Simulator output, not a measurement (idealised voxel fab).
process module | voxel self aligned contacts
Displayed cross-section: cut, width of 295 nm, square cells sized 5 nm.
Square cells in a grid make up a cross-section in this document, and the grid is given as bands, listed from the top down, each one or more rows of cells. Quick guide to a band line: top height, bottom height (nm) up front; then every material left to right with its width in nm. Only one material and it's marked "all across"? Then it fills the band edge to edge. And "empty" just means empty space. Height datum 0, below which the as-received substrate wafer is one material. Lowest band open at the bottom, running downward: "top 0, no bottom". A two-number width, for instance "30->40", indicates that the width is equal to the first number in the top row of the band and to the second number in the bottom row, and that it changes by a constant amount per row of cells. "no change", as given for a step, is the statement that not any cell of the cross-section underwent a change during that step. Voids not open to the top, 8 cells minimum: see "Trapped voids". Written width x height at distance; distance is from the left edge; nm. Formally, on a step line, whatever follows the settings is a remark that the simulator itself makes on the step. "overlay nm" on a masked step: distance the mask lay right of its planned place, negative for left.
These are the steps we planned for the process
1,op RECEIVE | material Si
2,op CONFORMAL_DEP | material SiO2 | thk nm 5
3,op DIRECTIONAL_DEP | material polySi | thk nm 25
4,op DIRECTIONAL_DEP | material SiN | thk nm 20
5,op PATTERN | tone cover | mask id GATE | material resist | width nm 30 | pitch nm 75 | thk nm 15 | overlay nm 0
6,op DIRECTIONAL_ETCH | etch materials SiN | depth nm 20
7,op DIRECTIONAL_ETCH | etch materials polySi | depth nm 25
8,op STRIP | etch materials resist
9,op CONFORMAL_DEP | material SiN | thk nm 10
10,op DIRECTIONAL_ETCH | etch materials SiN | depth nm 10
11,op FILL_DEP | material SiO2 | thk nm 15
12,op CMP | height nm 55
13,op MASKED_ETCH | tone open | mask id CONTACT | width nm 55 | etch materials SiO2 | depth nm 55 | overlay nm 0
14,op CONFORMAL_DEP | material TiN | thk nm 5
15,op FILL_DEP | material Ru | thk nm 5
16,op CMP | height nm 55
17,op CONFORMAL_DEP | material SiN | thk nm 5
The first of a set of two wafers, run to plan
Cross-section of the wafer at receipt, which is the condition after step 1
- top 0, no bottom = Si all across
- Trapped voids: none
State of the wafer after step 2, shown in cross-section
- top 5, bottom 0 = SiO2 all across
- Nothing below the height 0 has changed.
State of the wafer after step 3, shown in cross-section
- top 30, bottom 5 = polySi all across
- Nothing below the height 5 has changed.
State of the wafer after step 4, shown in cross-section
- top 50, bottom 30 = SiN all across
- Nothing below the height 30 has changed.
State of the wafer after step 5, shown in cross-section
- top 65, bottom 50 = 95 nm empty, 30 nm resist, 45 nm empty, 30 nm resist, 95 nm empty
- Nothing below the height 50 has changed.
State of the wafer after step 6, shown in cross-section
- top 65, bottom 50 = 95 nm empty, 30 nm resist, 45 nm empty, 30 nm resist, 95 nm empty
- top 50, bottom 30 = 95 nm empty, 30 nm SiN, 45 nm empty, 30 nm SiN, 95 nm empty
- Nothing below the height 30 has changed.
State of the wafer after step 7, shown in cross-section
- top 65, bottom 50 = 95 nm empty, 30 nm resist, 45 nm empty, 30 nm resist, 95 nm empty
- top 50, bottom 30 = 95 nm empty, 30 nm SiN, 45 nm empty, 30 nm SiN, 95 nm empty
- top 30, bottom 5 = 95 nm empty, 30 nm polySi, 45 nm empty, 30 nm polySi, 95 nm empty
- Nothing below the height 5 has changed.
State of the wafer after step 8, shown in cross-section
- top 50, bottom 30 = 95 nm empty, 30 nm SiN, 45 nm empty, 30 nm SiN, 95 nm empty
- Nothing below the height 30 has changed.
State of the wafer after step 9, shown in cross-section
- top 60, bottom 30 = 85 nm empty, 50 nm SiN, 25 nm empty, 50 nm SiN, 85 nm empty
- top 30, bottom 15 = 85 nm empty, 10 nm SiN, 30 nm polySi, 10 nm SiN, 25 nm empty, 10 nm SiN, 30 nm polySi, 10 nm SiN, 85 nm empty
- top 15, bottom 5 = 95 nm SiN, 30 nm polySi, 45 nm SiN, 30 nm polySi, 95 nm SiN
- Nothing below the height 5 has changed.
State of the wafer after step 10, shown in cross-section
- top 50, bottom 30 = 85 nm empty, 50 nm SiN, 25 nm empty, 50 nm SiN, 85 nm empty
- top 30, bottom 5 = 85 nm empty, 10 nm SiN, 30 nm polySi, 10 nm SiN, 25 nm empty, 10 nm SiN, 30 nm polySi, 10 nm SiN, 85 nm empty
- Nothing below the height 5 has changed.
State of the wafer after step 11, shown in cross-section
- top 65, bottom 50 = SiO2 all across
- top 50, bottom 30 = 85 nm SiO2, 50 nm SiN, 25 nm SiO2, 50 nm SiN, 85 nm SiO2
- top 30, bottom 5 = 85 nm SiO2, 10 nm SiN, 30 nm polySi, 10 nm SiN, 25 nm SiO2, 10 nm SiN, 30 nm polySi, 10 nm SiN, 85 nm SiO2
- Nothing below the height 5 has changed.
State of the wafer after step 12, shown in cross-section
- top 55, bottom 50 = SiO2 all across
- Nothing below the height 50 has changed.
State of the wafer after step 13, shown in cross-section
- top 55, bottom 50 = 120 nm SiO2, 55 nm empty, 120 nm SiO2
- top 50, bottom 30 = 85 nm SiO2, 50 nm SiN, 25 nm empty, 50 nm SiN, 85 nm SiO2
- top 30, bottom 5 = 85 nm SiO2, 10 nm SiN, 30 nm polySi, 10 nm SiN, 25 nm empty, 10 nm SiN, 30 nm polySi, 10 nm SiN, 85 nm SiO2
- top 5, bottom 0 = 135 nm SiO2, 25 nm empty, 135 nm SiO2
- Nothing below the height 0 has changed.
State of the wafer after step 14, shown in cross-section
- top 60, bottom 55 = 125 nm TiN, 45 nm empty, 125 nm TiN
- top 55, bottom 50 = 120 nm SiO2, 20 nm TiN, 15 nm empty, 20 nm TiN, 120 nm SiO2
- top 50, bottom 30 = 85 nm SiO2, 50 nm SiN, 5 nm TiN, 15 nm empty, 5 nm TiN, 50 nm SiN, 85 nm SiO2
- top 30, bottom 5 = 85 nm SiO2, 10 nm SiN, 30 nm polySi, 10 nm SiN, 5 nm TiN, 15 nm empty, 5 nm TiN, 10 nm SiN, 30 nm polySi, 10 nm SiN, 85 nm SiO2
- top 5, bottom 0 = 135 nm SiO2, 25 nm TiN, 135 nm SiO2
- Nothing below the height 0 has changed.
State of the wafer after step 15, shown in cross-section
- top 65, bottom 60 = Ru all across
- top 60, bottom 55 = 125 nm TiN, 45 nm Ru, 125 nm TiN
- top 55, bottom 50 = 120 nm SiO2, 20 nm TiN, 15 nm Ru, 20 nm TiN, 120 nm SiO2
- top 50, bottom 30 = 85 nm SiO2, 50 nm SiN, 5 nm TiN, 15 nm Ru, 5 nm TiN, 50 nm SiN, 85 nm SiO2
- top 30, bottom 5 = 85 nm SiO2, 10 nm SiN, 30 nm polySi, 10 nm SiN, 5 nm TiN, 15 nm Ru, 5 nm TiN, 10 nm SiN, 30 nm polySi, 10 nm SiN, 85 nm SiO2
- Nothing below the height 5 has changed.
State of the wafer after step 16, shown in cross-section
- top 55, bottom 50 = 120 nm SiO2, 20 nm TiN, 15 nm Ru, 20 nm TiN, 120 nm SiO2
- Nothing below the height 50 has changed.
State of the wafer after step 17, shown in cross-section
- top 60, bottom 55 = SiN all across
- Nothing below the height 55 has changed.
For the second wafer, take the first wafer's start and plan, then add one mistake made in running it; everything through step 2, that step included, is shared with the first
Cross-section: second wafer, time at which step 3 was scheduled to end
- top 30, bottom 0 = SiO2 all across
- Nothing below the height 0 has changed.
Cross-section: second wafer, time at which step 4 was scheduled to end
- top 50, bottom 30 = SiN all across
- Nothing below the height 30 has changed.
Cross-section: second wafer, time at which step 5 was scheduled to end
- top 65, bottom 50 = 95 nm empty, 30 nm resist, 45 nm empty, 30 nm resist, 95 nm empty
- Nothing below the height 50 has changed.
Cross-section: second wafer, time at which step 6 was scheduled to end
- top 65, bottom 50 = 95 nm empty, 30 nm resist, 45 nm empty, 30 nm resist, 95 nm empty
- top 50, bottom 30 = 95 nm empty, 30 nm SiN, 45 nm empty, 30 nm SiN, 95 nm empty
- Nothing below the height 30 has changed.
Cross-section: second wafer, time at which step 7 was scheduled to end: no change
Cross-section: second wafer, time at which step 8 was scheduled to end
- top 50, bottom 30 = 95 nm empty, 30 nm SiN, 45 nm empty, 30 nm SiN, 95 nm empty
- Nothing below the height 30 has changed.
Cross-section: second wafer, time at which step 9 was scheduled to end
- top 60, bottom 40 = 85 nm empty, 50 nm SiN, 25 nm empty, 50 nm SiN, 85 nm empty
- top 40, bottom 30 = SiN all across
- Nothing below the height 30 has changed.
Cross-section: second wafer, time at which step 10 was scheduled to end
- top 50, bottom 30 = 85 nm empty, 50 nm SiN, 25 nm empty, 50 nm SiN, 85 nm empty
- Nothing below the height 30 has changed.
Cross-section: second wafer, time at which step 11 was scheduled to end
- top 65, bottom 50 = SiO2 all across
- top 50, bottom 30 = 85 nm SiO2, 50 nm SiN, 25 nm SiO2, 50 nm SiN, 85 nm SiO2
- Nothing below the height 30 has changed.
Cross-section: second wafer, time at which step 12 was scheduled to end
- top 55, bottom 50 = SiO2 all across
- Nothing below the height 50 has changed.
Cross-section: second wafer, time at which step 13 was scheduled to end
- top 55, bottom 50 = 120 nm SiO2, 55 nm empty, 120 nm SiO2
- top 50, bottom 30 = 85 nm SiO2, 50 nm SiN, 25 nm empty, 50 nm SiN, 85 nm SiO2
- top 30, bottom 0 = 135 nm SiO2, 25 nm empty, 135 nm SiO2
- Nothing below the height 0 has changed.
Cross-section: second wafer, time at which step 14 was scheduled to end
- top 60, bottom 55 = 125 nm TiN, 45 nm empty, 125 nm TiN
- top 55, bottom 50 = 120 nm SiO2, 20 nm TiN, 15 nm empty, 20 nm TiN, 120 nm SiO2
- top 50, bottom 30 = 85 nm SiO2, 50 nm SiN, 5 nm TiN, 15 nm empty, 5 nm TiN, 50 nm SiN, 85 nm SiO2
- top 30, bottom 5 = 135 nm SiO2, 5 nm TiN, 15 nm empty, 5 nm TiN, 135 nm SiO2
- top 5, bottom 0 = 135 nm SiO2, 25 nm TiN, 135 nm SiO2
- Nothing below the height 0 has changed.
Cross-section: second wafer, time at which step 15 was scheduled to end
- top 65, bottom 60 = Ru all across
- top 60, bottom 55 = 125 nm TiN, 45 nm Ru, 125 nm TiN
- top 55, bottom 50 = 120 nm SiO2, 20 nm TiN, 15 nm Ru, 20 nm TiN, 120 nm SiO2
- top 50, bottom 30 = 85 nm SiO2, 50 nm SiN, 5 nm TiN, 15 nm Ru, 5 nm TiN, 50 nm SiN, 85 nm SiO2
- top 30, bottom 5 = 135 nm SiO2, 5 nm TiN, 15 nm Ru, 5 nm TiN, 135 nm SiO2
- Nothing below the height 5 has changed.
Cross-section: second wafer, time at which step 16 was scheduled to end
- top 55, bottom 50 = 120 nm SiO2, 20 nm TiN, 15 nm Ru, 20 nm TiN, 120 nm SiO2
- Nothing below the height 50 has changed.
Cross-section: second wafer, time at which step 17 was scheduled to end
- top 60, bottom 55 = SiN all across
- Nothing below the height 55 has changed.
In executing the process, a mistake was made relative to the plan: it should be noted that step 3 was executed with settings other than those planned, the operation and settings actually applied being op DIRECTIONAL_DEP | material SiO2 | thk nm 25
It is noted that, at the conclusion of processing, the second wafer exhibits a higher or lower cell count for certain materials relative to the first: SiN: 40 fewer | SiO2: 100 more | polySi: 60 fewer
